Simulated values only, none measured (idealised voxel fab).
Module name: voxel transistor to metal (process module)
In the cross-section labelled cut, the width is 190 nm and each square cell is 5 nm.
Heads up, the way a cross-section reads in here is a grid of square cells, handed over as bands from the top down, with every band being one or more rows of cells.
It is stipulated that each band's entry specify, in nanometres, the height of the top of the band and then that of its bottom, followed by the materials of the band in left-to-right sequence, each together with its width in nanometres. A single material marked by the word "edge to edge" is understood to fill the band from edge to edge; the word "empty" is understood to denote empty space.
Heights are expressed relative to 0, this being the level below which the as-received wafer comprises one material exclusively. The lowest band is unbounded in the downward direction and is denoted as in "0..down".
Top row gets the first number, bottom row gets the second, and each row in between changes by the same step: that is how a band width like "30 to 40" works.
The cross-section has no changed cell in any step marked "remains unaltered".
If an empty space has no open way to the top and is at least 8 cells in size, "Closed void register" lists it, written width x height at distance, where distance is measured from the left edge and every value is in nm.
Post-settings text on a step line: simulator's own remark regarding the step.
On any step carrying a mask, the "overlay nm" setting, if present on the step's line, tells how far right of its planned place the mask lay; negative values point to the left.
Each pair of cross-sections that follows straddles one process step: the one shows the state before the step, the other the state after it, down to the lowest band that changed and no further. The step in question, and its settings, are given under the pair. Note that a pair is not necessarily a continuation of the pair above it, since pairs can come from different runs of this module on the same starting wafer; it is a continuation only where its entry headed "Before processing" says so.
Before processing:
  50..35  W edge to edge
  35..30  TiN edge to edge
  30..25  SiO2 (40), TiN (5), Ru (5), TiN (5), SiO2 (65), TiN (5), Ru (5), TiN (5), SiO2 (55)
  25..20  SiO2 (40), TiN (5), Ru (5), TiN (5), SiO2 (65), TiN (15), SiO2 (55)
  20..10  SiO2 (40), TiN (5), Ru (5), TiN (5), SiO2 (5), SiN (10), HfO2 (5), TiN (5), W (25), TiN (5), HfO2 (5), SiN (10), TiN (10), SiO2 (55)
  10..5  SiO2 (40), TiN (15), SiO2 (5), SiN (10), HfO2 (5), TiN (5), W (25), TiN (5), HfO2 (5), SiN (10), TiN (10), SiO2 (55)
  5..0  SiO2 (40), SiN (10), pSi (10), SiN (10), HfO2 (5), TiN (5), W (25), TiN (5), HfO2 (5), SiN (10), pSi (10), SiN (10), SiO2 (45)
  0..-5  SiO2 (40), SiN (10), pSi (10), SiN (10), HfO2 (5), TiN (35), HfO2 (5), SiN (10), pSi (10), SiN (10), SiO2 (45)
  -5..-10  SiO2 (50), pSi (10), SiO2 (10), HfO2 (45), SiO2 (10), pSi (10), SiO2 (55)
  -10..-20  SiO2 (40), Si (10), pSi (10), Si (65), pSi (10), Si (10), SiO2 (45)
  -20..-35  SiO2 (40), Si (105), SiO2 (45)
  -35..down  Si edge to edge
  Closed void register: none
Post-Step Appearance:
  60..50  aC edge to edge
  Lower than 50, everything is as it was.
  Closed void register: none
It is this step that lies between the two cross-sections above: DIRECTIONAL_DEP: material aC, thk nm 10
Before processing: see the after view in the pair directly above.
Post-Step Appearance:
  85..60  empty (45), resist (15), empty (65), resist (15), empty (50)
  Lower than 60, everything is as it was.
  Closed void register: none
It is this step that lies between the two cross-sections above: PATTERN: tone cover, mask id METAL_1, material resist, width nm 15, pitch nm 80, thk nm 25, overlay nm 0
Before processing: see the after view in the pair directly above.
Post-Step Appearance:
  75..60  empty (45), resist (15), empty (65), resist (15), empty (50)
  60..50  empty (45), aC (15), empty (65), aC (15), empty (50)
  Lower than 50, everything is as it was.
  Closed void register: none
It is this step that lies between the two cross-sections above: DIRECTIONAL_ETCH: etch materials aC, depth nm 10
Before processing: see the after view in the pair directly above.
Post-Step Appearance:
  60..50  empty (45), aC (15), empty (65), aC (15), empty (50)
  Lower than 50, everything is as it was.
  Closed void register: none
It is this step that lies between the two cross-sections above: STRIP: etch materials resist
Before processing: see the after view in the pair directly above.
Post-Step Appearance:
  60..50  empty (45), aC (15), empty (65), aC (15), empty (50)
  50..35  empty (45), W (15), empty (65), W (15), empty (50)
  Lower than 35, everything is as it was.
  Closed void register: none
It is this step that lies between the two cross-sections above: DIRECTIONAL_ETCH: etch materials W, depth nm 15
Before processing: see the after view in the pair directly above.
Post-Step Appearance:
  60..50  empty (45), aC (15), empty (65), aC (15), empty (50)
  50..35  empty (45), W (15), empty (65), W (15), empty (50)
  35..30  empty (45), TiN (15), empty (65), TiN (15), empty (50)
  Lower than 30, everything is as it was.
  Closed void register: none
It is this step that lies between the two cross-sections above: DIRECTIONAL_ETCH: etch materials TiN, depth nm 5
Before processing: see the after view in the pair directly above.
Post-Step Appearance:
  50..35  empty (45), W (15), empty (65), W (15), empty (50)
  Lower than 35, everything is as it was.
  Closed void register: none
It is this step that lies between the two cross-sections above: STRIP: etch materials aC
Before processing: see the after view in the pair directly above.
Post-Step Appearance:
  55..50  lowk edge to edge
  50..35  lowk (45), W (15), lowk (65), W (15), lowk (50)
  35..30  lowk (45), TiN (15), lowk (65), TiN (15), lowk (50)
  Lower than 30, everything is as it was.
  Closed void register: none
It is this step that lies between the two cross-sections above: FILL_DEP: material lowk, thk nm 5
Before processing: see the after view in the pair directly above.
Post-Step Appearance:
  50..35  lowk (45), W (15), lowk (65), W (15), lowk (50)
  Lower than 35, everything is as it was.
  Closed void register: none
It is this step that lies between the two cross-sections above: CMP: height nm 50
Before processing: see the after view in the pair directly above.
Post-Step Appearance:
  55..50  SiCN edge to edge
  Lower than 50, everything is as it was.
  Closed void register: none
It is this step that lies between the two cross-sections above: CONFORMAL_DEP: material SiCN, thk nm 5
Before processing:
  50..35  empty (45), W (15), empty (65), W (15), empty (50)
  35..30  empty (45), TiN (15), empty (65), TiN (15), empty (50)
  30..20  SiO2 (45), TiN (5), Ru (5), TiN (5), SiO2 (65), TiN (5), Ru (5), TiN (5), SiO2 (50)
  20..10  SiO2 (45), TiN (5), Ru (5), TiN (5), SiN (10), HfO2 (5), TiN (5), W (25), TiN (5), HfO2 (5), SiN (10), TiN (5), Ru (5), TiN (5), SiO2 (50)
  10..5  SiO2 (45), TiN (15), SiN (10), HfO2 (5), TiN (5), W (25), TiN (5), HfO2 (5), SiN (10), TiN (15), SiO2 (50)
  5..0  SiO2 (40), SiN (10), pSi (10), SiN (10), HfO2 (5), TiN (5), W (25), TiN (5), HfO2 (5), SiN (10), pSi (10), SiN (10), SiO2 (45)
  0..-5  SiO2 (40), SiN (10), pSi (10), SiN (10), HfO2 (5), TiN (35), HfO2 (5), SiN (10), pSi (10), SiN (10), SiO2 (45)
  -5..-10  SiO2 (50), pSi (10), SiO2 (10), HfO2 (45), SiO2 (10), pSi (10), SiO2 (55)
  -10..-20  SiO2 (40), Si (10), pSi (10), Si (65), pSi (10), Si (10), SiO2 (45)
  -20..-35  SiO2 (40), Si (105), SiO2 (45)
  -35..down  Si edge to edge
  Closed void register: none
Post-Step Appearance:
  55..50  TiN edge to edge
  50..35  TiN (45), W (15), TiN (65), W (15), TiN (50)
  35..30  TiN edge to edge
  Lower than 30, everything is as it was.
  Closed void register: none
It is this step that lies between the two cross-sections above: FILL_DEP: material TiN, thk nm 5
Before processing: see the after view in the pair directly above.
Post-Step Appearance:
  50..35  TiN (45), W (15), TiN (65), W (15), TiN (50)
  Lower than 35, everything is as it was.
  Closed void register: none
It is this step that lies between the two cross-sections above: CMP: height nm 50
Before processing: see the after view in the pair directly above.
Post-Step Appearance:
  55..50  SiCN edge to edge
  Lower than 50, everything is as it was.
  Closed void register: none
It is this step that lies between the two cross-sections above: CONFORMAL_DEP: material SiCN, thk nm 5
Before processing:
  60..50  aC edge to edge
  50..35  W edge to edge
  35..30  TiN edge to edge
  30..20  SiO2 (45), TiN (5), Ru (5), TiN (5), SiO2 (65), TiN (5), Ru (5), TiN (5), SiO2 (50)
  20..10  SiO2 (45), TiN (5), Ru (5), TiN (5), SiN (10), HfO2 (5), TiN (5), W (25), TiN (5), HfO2 (5), SiN (10), TiN (5), Ru (5), TiN (5), SiO2 (50)
  10..5  SiO2 (45), TiN (15), SiN (10), HfO2 (5), TiN (5), W (25), TiN (5), HfO2 (5), SiN (10), TiN (15), SiO2 (50)
  5..0  SiO2 (40), SiN (10), pSi (10), SiN (10), HfO2 (5), TiN (5), W (25), TiN (5), HfO2 (5), SiN (10), pSi (10), SiN (10), SiO2 (45)
  0..-5  SiO2 (40), SiN (10), pSi (10), SiN (10), HfO2 (5), TiN (35), HfO2 (5), SiN (10), pSi (10), SiN (10), SiO2 (45)
  -5..-10  SiO2 (50), pSi (10), SiO2 (10), HfO2 (45), SiO2 (10), pSi (10), SiO2 (55)
  -10..-20  SiO2 (40), Si (10), pSi (10), Si (65), pSi (10), Si (10), SiO2 (45)
  -20..-35  SiO2 (40), Si (105), SiO2 (45)
  -35..down  Si edge to edge
  Closed void register: none
Post-Step Appearance:
  85..60  resist (45), empty (15), resist (65), empty (15), resist (50)
  Lower than 60, everything is as it was.
  Closed void register: none
It is this step that lies between the two cross-sections above: PATTERN: tone open, mask id METAL_1, material resist, width nm 15, pitch nm 80, thk nm 25, overlay nm 0
Before processing: see the after view in the pair directly above.
Post-Step Appearance:
  75..60  resist (45), empty (15), resist (65), empty (15), resist (50)
  60..50  aC (45), empty (15), aC (65), empty (15), aC (50)
  Lower than 50, everything is as it was.
  Closed void register: none
It is this step that lies between the two cross-sections above: DIRECTIONAL_ETCH: etch materials aC, depth nm 10
Before processing: see the after view in the pair directly above.
Post-Step Appearance:
  60..50  aC (45), empty (15), aC (65), empty (15), aC (50)
  Lower than 50, everything is as it was.
  Closed void register: none
It is this step that lies between the two cross-sections above: STRIP: etch materials resist
Before processing: see the after view in the pair directly above.
Post-Step Appearance:
  60..50  aC (45), empty (15), aC (65), empty (15), aC (50)
  50..35  W (45), empty (15), W (65), empty (15), W (50)
  Lower than 35, everything is as it was.
  Closed void register: none
It is this step that lies between the two cross-sections above: DIRECTIONAL_ETCH: etch materials W, depth nm 15
Before processing: see the after view in the pair directly above.
Post-Step Appearance:
  60..50  aC (45), empty (15), aC (65), empty (15), aC (50)
  50..35  W (45), empty (15), W (65), empty (15), W (50)
  35..30  TiN (45), empty (15), TiN (65), empty (15), TiN (50)
  Lower than 30, everything is as it was.
  Closed void register: none
It is this step that lies between the two cross-sections above: DIRECTIONAL_ETCH: etch materials TiN, depth nm 5
Before processing: see the after view in the pair directly above.
Post-Step Appearance:
  50..35  W (45), empty (15), W (65), empty (15), W (50)
  Lower than 35, everything is as it was.
  Closed void register: none
It is this step that lies between the two cross-sections above: STRIP: etch materials aC
Before processing: see the after view in the pair directly above.
Post-Step Appearance:
  55..50  lowk edge to edge
  50..35  W (45), lowk (15), W (65), lowk (15), W (50)
  35..30  TiN (45), lowk (15), TiN (65), lowk (15), TiN (50)
  Lower than 30, everything is as it was.
  Closed void register: none
It is this step that lies between the two cross-sections above: FILL_DEP: material lowk, thk nm 5
Before processing: see the after view in the pair directly above.
Post-Step Appearance:
  50..35  W (45), lowk (15), W (65), lowk (15), W (50)
  Lower than 35, everything is as it was.
  Closed void register: none
It is this step that lies between the two cross-sections above: CMP: height nm 50
Before processing: see the after view in the pair directly above.
Post-Step Appearance:
  55..50  SiCN edge to edge
  Lower than 50, everything is as it was.
  Closed void register: none
It is this step that lies between the two cross-sections above: CONFORMAL_DEP: material SiCN, thk nm 5
